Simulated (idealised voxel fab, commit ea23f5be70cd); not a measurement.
A process module follows: voxel capacitor over wiring.
Cross-section cut: width 205 nm, square cells of 5 nm.
Cross-section format: a grid of square cells, given as bands from top to bottom; each band is one or more rows of cells. Each band's line starts with the height of the band's top and of its bottom, in nm. Then come its materials from left to right, each with its width in nm. One material with "everywhere" fills the band from edge to edge. "blank" is empty space. Basically, 0 is our baseline, since under it the wafer straight out of the box is all one material. The bottom band has no lower end and keeps on going down, so it looks like "from 0 down". Width spec "30..40" -> top row of cells at first value, bottom row at second value, equal per-row change in between. You'll sometimes find "identical to before" written for a step, and that's the way of saying that nowhere in the cross-section did a cell change during that step. "Voids, enclosed": sealed empty spaces, 8 cells or more, no open way to top, listed width x height at distance, with distance from the left edge and width, height and distance in nm. after a step's settings: what the simulator itself notes on the step. Each step line may optionally specify "overlay nm", which for a step with a mask gives the rightward distance between the mask's planned place and where it lay, a negative value indicating the leftward direction.

These are the steps we planned for the process:
1,RECEIVE,material Si
2,CONFORMAL_DEP,material SiO2,thk nm 10
3,DIRECTIONAL_DEP,material TiN,thk nm 5
4,DIRECTIONAL_DEP,material Ru,thk nm 20
5,DIRECTIONAL_DEP,material aC,thk nm 10
6,PATTERN,tone cover,mask id METAL_1,material resist,width nm 30,pitch nm 90,thk nm 30,overlay nm 0
7,DIRECTIONAL_ETCH,etch materials aC,depth nm 10
8,STRIP,etch materials resist
9,DIRECTIONAL_ETCH,etch materials Ru,depth nm 20
10,DIRECTIONAL_ETCH,etch materials TiN,depth nm 5
11,STRIP,etch materials aC
12,FILL_DEP,material lowk,thk nm 10
13,CMP,height nm 35
14,CONFORMAL_DEP,material SiCN,thk nm 5
15,DIRECTIONAL_DEP,material lowk,thk nm 15
16,DIRECTIONAL_DEP,material aC,thk nm 10
17,PATTERN,tone open,mask id PLUG_1,material resist,width nm 15,thk nm 30,overlay nm 0
18,DIRECTIONAL_ETCH,etch materials aC,depth nm 10
19,STRIP,etch materials resist
20,DIRECTIONAL_ETCH,etch materials lowk,depth nm 15
21,DIRECTIONAL_ETCH,etch materials SiCN,depth nm 5
22,STRIP,etch materials aC
23,EPI,material Ru,thk nm 10
24,EPI,material Ru,thk nm 10
25,DIRECTIONAL_DEP,material TiN,thk nm 10
26,DIRECTIONAL_DEP,material HfO2,thk nm 5
27,DIRECTIONAL_DEP,material TiN,thk nm 5
28,DIRECTIONAL_DEP,material aC,thk nm 10
29,PATTERN,tone cover,mask id UPPER_PLATE,material resist,width nm 65,thk nm 30,overlay nm 0
30,DIRECTIONAL_ETCH,etch materials aC,depth nm 10
31,STRIP,etch materials resist
32,DIRECTIONAL_ETCH,etch materials TiN,depth nm 5
33,DIRECTIONAL_ETCH,etch materials HfO2,depth nm 5
34,STRIP,etch materials aC
35,PATTERN,tone cover,mask id LOWER_PLATE,material resist,width nm 75,thk nm 20,overlay nm 0
36,DIRECTIONAL_ETCH,etch materials TiN,depth nm 10
37,STRIP,etch materials resist
38,FILL_DEP,material SiO2,thk nm 15
39,CMP,height nm 85
40,PATTERN,tone open,mask id PLUG_2,material resist,width nm 15,thk nm 15,overlay nm 0
41,DIRECTIONAL_ETCH,etch materials SiO2,depth nm 10
42,STRIP,etch materials resist
43,CONFORMAL_DEP,material TiN,thk nm 5
44,FILL_DEP,material Cu,thk nm 10
45,CMP,height nm 85
46,CONFORMAL_DEP,material SiCN,thk nm 5

Incoming wafer, cross-sectional view, post step 1:
from 0 down | Si everywhere
Voids, enclosed: none

The plan above was carried out on the starting structure above with one mistake, and this cross-section shows the wafer at the end of the module:
from 90 to 85 | SiCN everywhere
from 85 to 80 | SiO2 (65), TiN (5), Cu (5), TiN (5), SiO2 (125)
from 80 to 70 | SiO2 (65..70), TiN (15..50), SiO2 (125..85)
from 70 to 65 | SiO2 (70), HfO2 (50), SiO2 (85)
from 65 to 55 | SiO2 (50), TiN (5), SiO2 (15), TiN (55), SiO2 (80)
from 55 to 50 | lowk (55), TiN (15), lowk (135)
from 50 to 45 | lowk (55), HfO2 (15), lowk (135)
from 45 to 40 | lowk (55), TiN (15), lowk (135)
from 40 to 35 | SiCN (55), TiN (15), SiCN (135)
from 35 to 25 | lowk everywhere
from 25 to 5 | lowk (40), Ru (30), lowk (60), Ru (30), lowk (45)
from 5 to 0 | lowk (40), TiN (30), lowk (60), TiN (30), lowk (45)
from 0 down | Si everywhere
Voids, enclosed: none
What was the processing mistake? execution of step 2 of the plan did not take place, the step having been omitted
